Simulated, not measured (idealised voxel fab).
The document below concerns the process module designated voxel capacitor over wiring.
The width of the displayed cross-section, cut, is 260 nm; its cells are square, with a size of 5 nm.
In what follows, cross-sections appear as grids of square cells, described through bands that run from the top down, where every band is one or more rows of cells. Heads up on the band format: heights come first, top then bottom, in nm. After that it's the materials left to right, each with its width in nm. A single material flagged "full width" fills the whole band edge to edge, and "empty" means there's empty space there. Heads up on the height convention: 0 is the point under which the incoming wafer is all one material, and the lowest band has no bottom, it just keeps going down, like "0 nm and below". Think of "30..40" as a width that walks from the first number to the second as you go down the band, top row to bottom row, taking equal-sized steps from row to row. "no alteration" after a step means that no cell of the cross-section changed. The label "Listed closed voids" introduces a list of the empty spaces, 8 cells or larger, that have no open way up to the top; each entry in it reads width x height at distance, where the distance is taken from the left edge and all three are stated in nm. Heads up: the bit after the settings on a step's line is the simulator's remark on that step. If you see "overlay nm" on a step's line and that step has a mask, it's telling you how far right of where it was planned the mask ended up; a negative number means it went left instead.

**The following list gives the planned process steps**
1. RECEIVE [material Si]
2. CONFORMAL_DEP [material SiO2] [thk nm 10]
3. DIRECTIONAL_DEP [material TiN] [thk nm 5]
4. DIRECTIONAL_DEP [material W] [thk nm 15]
5. MASKED_ETCH [tone cover] [mask id METAL_1] [width nm 30] [pitch nm 100] [etch materials W] [depth nm 15] [overlay nm 0]
6. MASKED_ETCH [tone cover] [mask id METAL_1] [width nm 30] [pitch nm 100] [etch materials TiN] [depth nm 5] [overlay nm 0]
7. CONFORMAL_DEP [material SiN] [thk nm 5]
8. FILL_DEP [material lowk] [thk nm 10]
9. CMP [height nm 30]
10. CONFORMAL_DEP [material SiCN] [thk nm 5]
11. DIRECTIONAL_DEP [material lowk] [thk nm 15]
12. MASKED_ETCH [tone open] [mask id PLUG_1] [width nm 15] [etch materials lowk] [depth nm 15] [overlay nm 0]
13. MASKED_ETCH [tone open] [mask id PLUG_1] [width nm 15] [etch materials SiCN] [depth nm 5] [overlay nm 0]
14. EPI [material Ru] [thk nm 10]
15. EPI [material Ru] [thk nm 10]
16. DIRECTIONAL_DEP [material TiN] [thk nm 5]
17. DIRECTIONAL_DEP [material HfO2] [thk nm 5]
18. DIRECTIONAL_DEP [material TiN] [thk nm 10]
19. DIRECTIONAL_DEP [material aC] [thk nm 15]
20. PATTERN [tone cover] [mask id UPPER_PLATE] [material resist] [width nm 75] [thk nm 35] [overlay nm 0]
21. DIRECTIONAL_ETCH [etch materials aC] [depth nm 15]
22. STRIP [etch materials resist]
23. DIRECTIONAL_ETCH [etch materials TiN] [depth nm 10]
24. DIRECTIONAL_ETCH [etch materials HfO2] [depth nm 5]
25. STRIP [etch materials aC]
26. DIRECTIONAL_DEP [material aC] [thk nm 15]
27. PATTERN [tone cover] [mask id LOWER_PLATE] [material resist] [width nm 85] [thk nm 30] [overlay nm 0]
28. DIRECTIONAL_ETCH [etch materials aC] [depth nm 15]
29. STRIP [etch materials resist]
30. DIRECTIONAL_ETCH [etch materials TiN] [depth nm 5]
31. STRIP [etch materials aC]
32. FILL_DEP [material SiO2] [thk nm 15]
33. CMP [height nm 80]
34. DIRECTIONAL_DEP [material aC] [thk nm 10]
35. PATTERN [tone open] [mask id PLUG_2] [material resist] [width nm 15] [thk nm 25] [overlay nm 0]
36. DIRECTIONAL_ETCH [etch materials aC] [depth nm 10]
37. STRIP [etch materials resist]
38. DIRECTIONAL_ETCH [etch materials SiO2] [depth nm 10]
39. STRIP [etch materials aC]
40. CONFORMAL_DEP [material TiN] [thk nm 5]
41. FILL_DEP [material Cu] [thk nm 5]
42. CMP [height nm 80]
43. CONFORMAL_DEP [material SiN] [thk nm 5]

**First of the two wafers, run per plan**

**Cross-section of the wafer as it came to us, i.e., already through step 1**
> 0 nm and below: Si full width
> Listed closed voids: none

**Upon completion of step 2, the wafer appears in cross-section as shown**
> 10 nm to 0 nm: SiO2 full width
> Below 0, the layers are the same as they were.

**Upon completion of step 3, the wafer appears in cross-section as shown**
> 15 nm to 10 nm: TiN full width
> Below 10, the layers are the same as they were.

**Upon completion of step 4, the wafer appears in cross-section as shown**
> 30 nm to 15 nm: W full width
> Below 15, the layers are the same as they were.

**Upon completion of step 5, the wafer appears in cross-section as shown**
> 30 nm to 15 nm: 65 of empty, then 30 of W, then 70 of empty, then 30 of W, then 65 of empty
> Below 15, the layers are the same as they were.

**Upon completion of step 6, the wafer appears in cross-section as shown**
> 30 nm to 15 nm: 65 of empty, then 30 of W, then 70 of empty, then 30 of W, then 65 of empty
> 15 nm to 10 nm: 65 of empty, then 30 of TiN, then 70 of empty, then 30 of TiN, then 65 of empty
> Below 10, the layers are the same as they were.

**Upon completion of step 7, the wafer appears in cross-section as shown**
> 35 nm to 30 nm: 60 of empty, then 40 of SiN, then 60 of empty, then 40 of SiN, then 60 of empty
> 30 nm to 15 nm: 60 of empty, then 5 of SiN, then 30 of W, then 5 of SiN, then 60 of empty, then 5 of SiN, then 30 of W, then 5 of SiN, then 60 of empty
> 15 nm to 10 nm: 65 of SiN, then 30 of TiN, then 70 of SiN, then 30 of TiN, then 65 of SiN
> Below 10, the layers are the same as they were.

**Upon completion of step 8, the wafer appears in cross-section as shown**
> 45 nm to 35 nm: lowk full width
> 35 nm to 30 nm: 60 of lowk, then 40 of SiN, then 60 of lowk, then 40 of SiN, then 60 of lowk
> 30 nm to 15 nm: 60 of lowk, then 5 of SiN, then 30 of W, then 5 of SiN, then 60 of lowk, then 5 of SiN, then 30 of W, then 5 of SiN, then 60 of lowk
> Below 15, the layers are the same as they were.

**Upon completion of step 9, the wafer appears in cross-section as shown**
> 30 nm to 15 nm: 60 of lowk, then 5 of SiN, then 30 of W, then 5 of SiN, then 60 of lowk, then 5 of SiN, then 30 of W, then 5 of SiN, then 60 of lowk
> Below 15, the layers are the same as they were.

**Upon completion of step 10, the wafer appears in cross-section as shown**
> 35 nm to 30 nm: SiCN full width
> Below 30, the layers are the same as they were.

**Upon completion of step 11, the wafer appears in cross-section as shown**
> 50 nm to 35 nm: lowk full width
> Below 35, the layers are the same as they were.

**Upon completion of step 12, the wafer appears in cross-section as shown**
> 50 nm to 35 nm: 80 of lowk, then 15 of empty, then 165 of lowk
> Below 35, the layers are the same as they were.

**Upon completion of step 13, the wafer appears in cross-section as shown**
> 50 nm to 35 nm: 80 of lowk, then 15 of empty, then 165 of lowk
> 35 nm to 30 nm: 80 of SiCN, then 15 of empty, then 165 of SiCN
> Below 30, the layers are the same as they were.

**Upon completion of step 14, the wafer appears in cross-section as shown**
> 50 nm to 40 nm: 80 of lowk, then 15 of empty, then 165 of lowk
> 40 nm to 35 nm: 80 of lowk, then 15 of Ru, then 165 of lowk
> 35 nm to 30 nm: 80 of SiCN, then 15 of Ru, then 165 of SiCN
> Below 30, the layers are the same as they were.

**Upon completion of step 15, the wafer appears in cross-section as shown**
> 50 nm to 35 nm: 80 of lowk, then 15 of Ru, then 165 of lowk
> Below 35, the layers are the same as they were.

**Upon completion of step 16, the wafer appears in cross-section as shown**
> 55 nm to 50 nm: TiN full width
> Below 50, the layers are the same as they were.

**Upon completion of step 17, the wafer appears in cross-section as shown**
> 60 nm to 55 nm: HfO2 full width
> Below 55, the layers are the same as they were.

**Upon completion of step 18, the wafer appears in cross-section as shown**
> 70 nm to 60 nm: TiN full width
> Below 60, the layers are the same as they were.

**Upon completion of step 19, the wafer appears in cross-section as shown**
> 85 nm to 70 nm: aC full width
> Below 70, the layers are the same as they were.

**Upon completion of step 20, the wafer appears in cross-section as shown**
> 120 nm to 85 nm: 80 of empty, then 75 of resist, then 105 of empty
> Below 85, the layers are the same as they were.

**Upon completion of step 21, the wafer appears in cross-section as shown**
> 105 nm to 85 nm: 80 of empty, then 75 of resist, then 105 of empty
> 85 nm to 70 nm: 80 of empty, then 75 of aC, then 105 of empty
> Below 70, the layers are the same as they were.

**Upon completion of step 22, the wafer appears in cross-section as shown**
> 85 nm to 70 nm: 80 of empty, then 75 of aC, then 105 of empty
> Below 70, the layers are the same as they were.

**Upon completion of step 23, the wafer appears in cross-section as shown**
> 85 nm to 70 nm: 80 of empty, then 75 of aC, then 105 of empty
> 70 nm to 60 nm: 80 of empty, then 75 of TiN, then 105 of empty
> Below 60, the layers are the same as they were.

**Upon completion of step 24, the wafer appears in cross-section as shown**
> 85 nm to 70 nm: 80 of empty, then 75 of aC, then 105 of empty
> 70 nm to 60 nm: 80 of empty, then 75 of TiN, then 105 of empty
> 60 nm to 55 nm: 80 of empty, then 75 of HfO2, then 105 of empty
> Below 55, the layers are the same as they were.

**Upon completion of step 25, the wafer appears in cross-section as shown**
> 70 nm to 60 nm: 80 of empty, then 75 of TiN, then 105 of empty
> Below 60, the layers are the same as they were.

**Upon completion of step 26, the wafer appears in cross-section as shown**
> 85 nm to 70 nm: 80 of empty, then 75 of aC, then 105 of empty
> 70 nm to 60 nm: 80 of aC, then 75 of TiN, then 105 of aC
> 60 nm to 55 nm: 80 of aC, then 75 of HfO2, then 105 of aC
> Below 55, the layers are the same as they were.

**Upon completion of step 27, the wafer appears in cross-section as shown**
> 115 nm to 85 nm: 75 of empty, then 85 of resist, then 100 of empty
> 85 nm to 70 nm: 75 of empty, then 5 of resist, then 75 of aC, then 5 of resist, then 100 of empty
> Below 70, the layers are the same as they were.

**Upon completion of step 28, the wafer appears in cross-section as shown**
> 100 nm to 85 nm: 75 of empty, then 85 of resist, then 100 of empty
> 85 nm to 70 nm: 75 of empty, then 5 of resist, then 75 of aC, then 5 of resist, then 100 of empty
> 70 nm to 60 nm: 75 of empty, then 5 of aC, then 75 of TiN, then 5 of aC, then 100 of empty
> 60 nm to 55 nm: 75 of empty, then 5 of aC, then 75 of HfO2, then 5 of aC, then 100 of empty
> Below 55, the layers are the same as they were.

**Upon completion of step 29, the wafer appears in cross-section as shown**
> 85 nm to 70 nm: 80 of empty, then 75 of aC, then 105 of empty
> Below 70, the layers are the same as they were.

**Upon completion of step 30, the wafer appears in cross-section as shown**
> 85 nm to 70 nm: 80 of empty, then 75 of aC, then 105 of empty
> 70 nm to 60 nm: 75 of empty, then 5 of aC, then 75 of TiN, then 5 of aC, then 100 of empty
> 60 nm to 55 nm: 75 of empty, then 5 of aC, then 75 of HfO2, then 5 of aC, then 100 of empty
> 55 nm to 50 nm: 75 of empty, then 85 of TiN, then 100 of empty
> Below 50, the layers are the same as they were.

**Upon completion of step 31, the wafer appears in cross-section as shown**
> 70 nm to 60 nm: 80 of empty, then 75 of TiN, then 105 of empty
> 60 nm to 55 nm: 80 of empty, then 75 of HfO2, then 105 of empty
> Below 55, the layers are the same as they were.

**Upon completion of step 32, the wafer appears in cross-section as shown**
> 85 nm to 70 nm: SiO2 full width
> 70 nm to 60 nm: 80 of SiO2, then 75 of TiN, then 105 of SiO2
> 60 nm to 55 nm: 80 of SiO2, then 75 of HfO2, then 105 of SiO2
> 55 nm to 50 nm: 75 of SiO2, then 85 of TiN, then 100 of SiO2
> Below 50, the layers are the same as they were.

**Upon completion of step 33, the wafer appears in cross-section as shown**
> 80 nm to 70 nm: SiO2 full width
> Below 70, the layers are the same as they were.

**Upon completion of step 34, the wafer appears in cross-section as shown**
> 90 nm to 80 nm: aC full width
> Below 80, the layers are the same as they were.

**Upon completion of step 35, the wafer appears in cross-section as shown**
> 115 nm to 90 nm: 90 of resist, then 15 of empty, then 155 of resist
> Below 90, the layers are the same as they were.

**Upon completion of step 36, the wafer appears in cross-section as shown**
> 105 nm to 90 nm: 90 of resist, then 15 of empty, then 155 of resist
> 90 nm to 80 nm: 90 of aC, then 15 of empty, then 155 of aC
> Below 80, the layers are the same as they were.

**Upon completion of step 37, the wafer appears in cross-section as shown**
> 90 nm to 80 nm: 90 of aC, then 15 of empty, then 155 of aC
> Below 80, the layers are the same as they were.

**Upon completion of step 38, the wafer appears in cross-section as shown**
> 90 nm to 80 nm: 90 of aC, then 15 of empty, then 155 of aC
> 80 nm to 70 nm: 90 of SiO2, then 15 of empty, then 155 of SiO2
> Below 70, the layers are the same as they were.

**Upon completion of step 39, the wafer appears in cross-section as shown**
> 80 nm to 70 nm: 90 of SiO2, then 15 of empty, then 155 of SiO2
> Below 70, the layers are the same as they were.

**Upon completion of step 40, the wafer appears in cross-section as shown**
> 85 nm to 80 nm: 95 of TiN, then 5 of empty, then 160 of TiN
> 80 nm to 75 nm: 90 of SiO2, then 5 of TiN, then 5 of empty, then 5 of TiN, then 155 of SiO2
> 75 nm to 70 nm: 90 of SiO2, then 15 of TiN, then 155 of SiO2
> Below 70, the layers are the same as they were.

**Upon completion of step 41, the wafer appears in cross-section as shown**
> 90 nm to 85 nm: Cu full width
> 85 nm to 80 nm: 95 of TiN, then 5 of Cu, then 160 of TiN
> 80 nm to 75 nm: 90 of SiO2, then 5 of TiN, then 5 of Cu, then 5 of TiN, then 155 of SiO2
> Below 75, the layers are the same as they were.

**Upon completion of step 42, the wafer appears in cross-section as shown**
> 80 nm to 75 nm: 90 of SiO2, then 5 of TiN, then 5 of Cu, then 5 of TiN, then 155 of SiO2
> Below 75, the layers are the same as they were.

**Upon completion of step 43, the wafer appears in cross-section as shown**
> 85 nm to 80 nm: SiN full width
> Below 80, the layers are the same as they were.

**Okay, second wafer. Nothing different at the start, nothing different in the plan, just one mistake somewhere in the running. As far as step 19, counting that step, it's the first wafer all over again**

**Second wafer, section view, time point: scheduled end of step 20**
> 120 nm to 85 nm: 85 of empty, then 65 of resist, then 110 of empty
> Below 85, the layers are the same as they were.

**Second wafer, section view, time point: scheduled end of step 21**
> 105 nm to 85 nm: 85 of empty, then 65 of resist, then 110 of empty
> 85 nm to 70 nm: 85 of empty, then 65 of aC, then 110 of empty
> Below 70, the layers are the same as they were.

**Second wafer, section view, time point: scheduled end of step 22**
> 85 nm to 70 nm: 85 of empty, then 65 of aC, then 110 of empty
> Below 70, the layers are the same as they were.

**Second wafer, section view, time point: scheduled end of step 23**
> 85 nm to 70 nm: 85 of empty, then 65 of aC, then 110 of empty
> 70 nm to 60 nm: 85 of empty, then 65 of TiN, then 110 of empty
> Below 60, the layers are the same as they were.

**Second wafer, section view, time point: scheduled end of step 24**
> 85 nm to 70 nm: 85 of empty, then 65 of aC, then 110 of empty
> 70 nm to 60 nm: 85 of empty, then 65 of TiN, then 110 of empty
> 60 nm to 55 nm: 85 of empty, then 65 of HfO2, then 110 of empty
> Below 55, the layers are the same as they were.

**Second wafer, section view, time point: scheduled end of step 25**
> 70 nm to 60 nm: 85 of empty, then 65 of TiN, then 110 of empty
> Below 60, the layers are the same as they were.

**Second wafer, section view, time point: scheduled end of step 26**
> 85 nm to 70 nm: 85 of empty, then 65 of aC, then 110 of empty
> 70 nm to 60 nm: 85 of aC, then 65 of TiN, then 110 of aC
> 60 nm to 55 nm: 85 of aC, then 65 of HfO2, then 110 of aC
> Below 55, the layers are the same as they were.

**Second wafer, section view, time point: scheduled end of step 27**
> 115 nm to 85 nm: 75 of empty, then 85 of resist, then 100 of empty
> 85 nm to 70 nm: 75 of empty, then 10 of resist, then 65 of aC, then 10 of resist, then 100 of empty
> Below 70, the layers are the same as they were.

**Second wafer, section view, time point: scheduled end of step 28**
> 100 nm to 85 nm: 75 of empty, then 85 of resist, then 100 of empty
> 85 nm to 70 nm: 75 of empty, then 10 of resist, then 65 of aC, then 10 of resist, then 100 of empty
> 70 nm to 60 nm: 75 of empty, then 10 of aC, then 65 of TiN, then 10 of aC, then 100 of empty
> 60 nm to 55 nm: 75 of empty, then 10 of aC, then 65 of HfO2, then 10 of aC, then 100 of empty
> Below 55, the layers are the same as they were.

**Second wafer, section view, time point: scheduled end of step 29**
> 85 nm to 70 nm: 85 of empty, then 65 of aC, then 110 of empty
> Below 70, the layers are the same as they were.

**Second wafer, section view, time point: scheduled end of step 30**
> 85 nm to 70 nm: 85 of empty, then 65 of aC, then 110 of empty
> 70 nm to 60 nm: 75 of empty, then 10 of aC, then 65 of TiN, then 10 of aC, then 100 of empty
> 60 nm to 55 nm: 75 of empty, then 10 of aC, then 65 of HfO2, then 10 of aC, then 100 of empty
> 55 nm to 50 nm: 75 of empty, then 85 of TiN, then 100 of empty
> Below 50, the layers are the same as they were.

**Second wafer, section view, time point: scheduled end of step 31**
> 70 nm to 60 nm: 85 of empty, then 65 of TiN, then 110 of empty
> 60 nm to 55 nm: 85 of empty, then 65 of HfO2, then 110 of empty
> Below 55, the layers are the same as they were.

**Second wafer, section view, time point: scheduled end of step 32**
> 85 nm to 70 nm: SiO2 full width
> 70 nm to 60 nm: 85 of SiO2, then 65 of TiN, then 110 of SiO2
> 60 nm to 55 nm: 85 of SiO2, then 65 of HfO2, then 110 of SiO2
> 55 nm to 50 nm: 75 of SiO2, then 85 of TiN, then 100 of SiO2
> Below 50, the layers are the same as they were.

**Second wafer, section view, time point: scheduled end of step 33**
> 80 nm to 70 nm: SiO2 full width
> Below 70, the layers are the same as they were.

**Second wafer, section view, time point: scheduled end of step 34**
> 90 nm to 80 nm: aC full width
> Below 80, the layers are the same as they were.

**Second wafer, section view, time point: scheduled end of step 35**
> 115 nm to 90 nm: 90 of resist, then 15 of empty, then 155 of resist
> Below 90, the layers are the same as they were.

**Second wafer, section view, time point: scheduled end of step 36**
> 105 nm to 90 nm: 90 of resist, then 15 of empty, then 155 of resist
> 90 nm to 80 nm: 90 of aC, then 15 of empty, then 155 of aC
> Below 80, the layers are the same as they were.

**Second wafer, section view, time point: scheduled end of step 37**
> 90 nm to 80 nm: 90 of aC, then 15 of empty, then 155 of aC
> Below 80, the layers are the same as they were.

**Second wafer, section view, time point: scheduled end of step 38**
> 90 nm to 80 nm: 90 of aC, then 15 of empty, then 155 of aC
> 80 nm to 70 nm: 90 of SiO2, then 15 of empty, then 155 of SiO2
> Below 70, the layers are the same as they were.

**Second wafer, section view, time point: scheduled end of step 39**
> 80 nm to 70 nm: 90 of SiO2, then 15 of empty, then 155 of SiO2
> Below 70, the layers are the same as they were.

**Second wafer, section view, time point: scheduled end of step 40**
> 85 nm to 80 nm: 95 of TiN, then 5 of empty, then 160 of TiN
> 80 nm to 75 nm: 90 of SiO2, then 5 of TiN, then 5 of empty, then 5 of TiN, then 155 of SiO2
> 75 nm to 70 nm: 90 of SiO2, then 15 of TiN, then 155 of SiO2
> Below 70, the layers are the same as they were.

**Second wafer, section view, time point: scheduled end of step 41**
> 90 nm to 85 nm: Cu full width
> 85 nm to 80 nm: 95 of TiN, then 5 of Cu, then 160 of TiN
> 80 nm to 75 nm: 90 of SiO2, then 5 of TiN, then 5 of Cu, then 5 of TiN, then 155 of SiO2
> Below 75, the layers are the same as they were.

**Second wafer, section view, time point: scheduled end of step 42**
> 80 nm to 75 nm: 90 of SiO2, then 5 of TiN, then 5 of Cu, then 5 of TiN, then 155 of SiO2
> Below 75, the layers are the same as they were.

**Second wafer, section view, time point: scheduled end of step 43**
> 85 nm to 80 nm: SiN full width
> Below 80, the layers are the same as they were.
Processing error: planned and actual differ for step 20; actual: PATTERN [tone cover] [mask id UPPER_PLATE] [material resist] [width nm 65] [thk nm 35] [overlay nm 0]
End of process, cell counts, second wafer against first, materials with more or fewer: -2 HfO2; +6 SiO2; -4 TiN
